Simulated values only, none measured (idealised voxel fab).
The document below concerns the process module designated voxel capacitor over wiring.
Square cell edge 5 nm, section width 220 nm, ID cut.
For the purposes of this document, a cross-section shall be understood as a grid of square cells, specified as bands listed in top-to-bottom order, each band consisting of one or more rows of cells.
Top, bottom (nm), then materials left to right with widths (nm); lone material tagged "edge to edge" fills the whole band edge to edge; "blank" = empty space.
Zero point of the height axis is 0; under it, received wafer = one material. Lowest band: continues down indefinitely, "top 0, no bottom".
The notation "30 to 40" denotes a width that varies across the rows of cells in the band, beginning at the first number in the top row, finishing at the second number in the bottom row, and changing by an identical amount from each row to the next.
Reading "no change occurred" for a step: not a cell of the cross-section changed in it.
The entry titled "Closed void catalog" provides the empty spaces that have no open way to the top, restricted to those of 8 cells or more. Each is presented as width x height at distance, the distance being measured from the left edge, with all three in nm.
On a step's line, text after the settings is the simulator commenting on that step.
The setting "overlay nm" may be written on the line of a step. When the step uses a mask, the value reports how far to the right of the planned place the mask lay, and a negative value reports that it lay to the left.

## Set out below are the planned steps of the process
step 1: RECEIVE (material Si)
step 2: CONFORMAL_DEP (material SiO2; thk nm 10)
step 3: CONFORMAL_DEP (material SiCN; thk nm 5)
step 4: DIRECTIONAL_DEP (material SiO2; thk nm 25)
step 5: MASKED_ETCH (tone open; mask id METAL_1; width nm 30; pitch nm 85; etch materials SiO2; depth nm 25; overlay nm 0)
step 6: MASKED_ETCH (tone open; mask id METAL_1; width nm 30; pitch nm 85; etch materials SiCN; depth nm 5; overlay nm 0)
step 7: CONFORMAL_DEP (material TiN; thk nm 5)
step 8: FILL_DEP (material Ru; thk nm 10)
step 9: CMP (height nm 40)
step 10: CONFORMAL_DEP (material SiCN; thk nm 5)
step 11: DIRECTIONAL_DEP (material SiO2; thk nm 15)
step 12: DIRECTIONAL_DEP (material aC; thk nm 10)
step 13: PATTERN (tone open; mask id PLUG_1; material resist; width nm 15; thk nm 30; overlay nm 0)
step 14: DIRECTIONAL_ETCH (etch materials aC; depth nm 10)
step 15: STRIP (etch materials resist)
step 16: DIRECTIONAL_ETCH (etch materials SiO2; depth nm 15)
step 17: DIRECTIONAL_ETCH (etch materials SiCN; depth nm 5)
step 18: STRIP (etch materials aC)
step 19: CONFORMAL_DEP (material TiN; thk nm 5)
step 20: FILL_DEP (material Ru; thk nm 10)
step 21: CMP (height nm 60)
step 22: DIRECTIONAL_DEP (material TiN; thk nm 10)
step 23: DIRECTIONAL_DEP (material HfO2; thk nm 5)
step 24: DIRECTIONAL_DEP (material TiN; thk nm 10)
step 25: DIRECTIONAL_DEP (material aC; thk nm 10)
step 26: PATTERN (tone cover; mask id UPPER_PLATE; material resist; width nm 60; thk nm 25; overlay nm 0)
step 27: DIRECTIONAL_ETCH (etch materials aC; depth nm 10)
step 28: STRIP (etch materials resist)
step 29: DIRECTIONAL_ETCH (etch materials TiN; depth nm 10)
step 30: DIRECTIONAL_ETCH (etch materials HfO2; depth nm 5)
step 31: STRIP (etch materials aC)
step 32: DIRECTIONAL_DEP (material aC; thk nm 15)
step 33: PATTERN (tone cover; mask id LOWER_PLATE; material resist; width nm 70; thk nm 30; overlay nm 0)
step 34: DIRECTIONAL_ETCH (etch materials aC; depth nm 15)
step 35: STRIP (etch materials resist)
step 36: DIRECTIONAL_ETCH (etch materials TiN; depth nm 10)
step 37: STRIP (etch materials aC)
step 38: FILL_DEP (material SiO2; thk nm 15)
step 39: CMP (height nm 95)
step 40: MASKED_ETCH (tone open; mask id PLUG_2; width nm 15; etch materials SiO2; depth nm 10; overlay nm 0)
step 41: CONFORMAL_DEP (material TiN; thk nm 5)
step 42: FILL_DEP (material W; thk nm 10)
step 43: CMP (height nm 95)
step 44: CONFORMAL_DEP (material SiN; thk nm 5)

## As-received state of the wafer in cross-section, equivalent to post-step 1
* top 0, no bottom | Si edge to edge
* Closed void catalog: none

## a wafer at the end: this start, this plan, one mistake
* top 100, bottom 95 | SiN edge to edge
* top 95, bottom 90 | 75 of SiO2, 5 of TiN, 5 of W, 5 of TiN, 130 of SiO2
* top 90, bottom 85 | 75 of SiO2, 15 of TiN, 130 of SiO2
* top 85, bottom 75 | 65 of SiO2, 60 of TiN, 95 of SiO2
* top 75, bottom 70 | 65 of SiO2, 60 of HfO2, 95 of SiO2
* top 70, bottom 60 | 60 of SiO2, 70 of TiN, 90 of SiO2
* top 60, bottom 55 | Ru edge to edge
* top 55, bottom 50 | 70 of TiN, 5 of Ru, 145 of TiN
* top 50, bottom 35 | 65 of SiO2, 5 of TiN, 5 of Ru, 5 of TiN, 140 of SiO2
* top 35, bottom 30 | 65 of SiCN, 15 of TiN, 140 of SiCN
* top 30, bottom 15 | 50 of SiO2, 5 of TiN, 20 of Ru, 5 of TiN, 55 of SiO2, 5 of TiN, 20 of Ru, 5 of TiN, 55 of SiO2
* top 15, bottom 10 | 50 of SiCN, 30 of TiN, 55 of SiCN, 30 of TiN, 55 of SiCN
* top 10, bottom 0 | SiO2 edge to edge
* top 0, no bottom | Si edge to edge
* Closed void catalog: none
what went wrong: it should be noted that step 9 was executed with settings other than those planned, the operation and settings actually applied being CMP (height nm 30)
